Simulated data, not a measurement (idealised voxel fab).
process module | voxel double patterning
cross-section cut | 230 nm wide | cells 5 nm
A cross-section is a grid of square cells, given in bands from the top down. A band is one or more rows of cells.
Each band's line starts with the height of the band's top and of its bottom, in nm. Then come its materials from left to right, each with its width in nm. One material with "throughout" fills the band from edge to edge. "air" is empty space.
Height 0 is the level under which the wafer as received is all one material. The lowest band goes on downwards, as in "0 down".
A width such as "30 to 40" changes by the same amount from each row of cells to the next, from the band's top row to its bottom row.
"no change" after a step means that no cell of the cross-section changed.
closed voids: empty space of 8 cells or more with no open way to the top, each as width x height at its distance from the left edge, in nm
after a step's settings: what the simulator itself notes on the step
overlay nm, on a step with a mask: how far to the right of its planned place the mask lay; to the left if negative
plan
1 op RECEIVE | material Si
2 op CONFORMAL_DEP | material SiO2 | thk nm 10
3 op DIRECTIONAL_DEP | material TiN | thk nm 15
4 op DIRECTIONAL_DEP | material SiCN | thk nm 5
5 op MASKED_ETCH | tone open | mask id FIRST | width nm 15 | pitch nm 50 | etch materials SiCN | depth nm 5 | overlay nm 0
6 op PATTERN | tone open | mask id SECOND | material resist | width nm 15 | pitch nm 50 | thk nm 15 | overlay nm 0
7 op DIRECTIONAL_ETCH | etch materials SiCN | depth nm 5
8 op STRIP | etch materials resist
9 op DIRECTIONAL_ETCH | etch materials TiN | depth nm 15
10 op STRIP | etch materials SiCN
as received, after step 1
  0 down: Si throughout
  closed voids: none
first wafer at the end, as planned
  25 to 10: TiN 55 | air 15 | TiN 10 | air 15 | TiN 10 | air 15 | TiN 10 | air 15 | TiN 10 | air 15 | TiN 60
  10 to 0: SiO2 throughout
  0 down: Si throughout
  closed voids: none
second wafer at the end: like start, like plan, one mistake
  25 to 10: TiN 55 | air 15 | TiN 15 | air 15 | TiN 5 | air 15 | TiN 15 | air 15 | TiN 5 | air 15 | TiN 60
  10 to 0: SiO2 throughout
  0 down: Si throughout
  closed voids: none
what went wrong: step 6 ran as: op PATTERN | tone open | mask id SECOND | material resist | width nm 15 | pitch nm 50 | thk nm 15 | overlay nm 5
at the end the second wafer has, in cells: as many of each material as the first, in other places
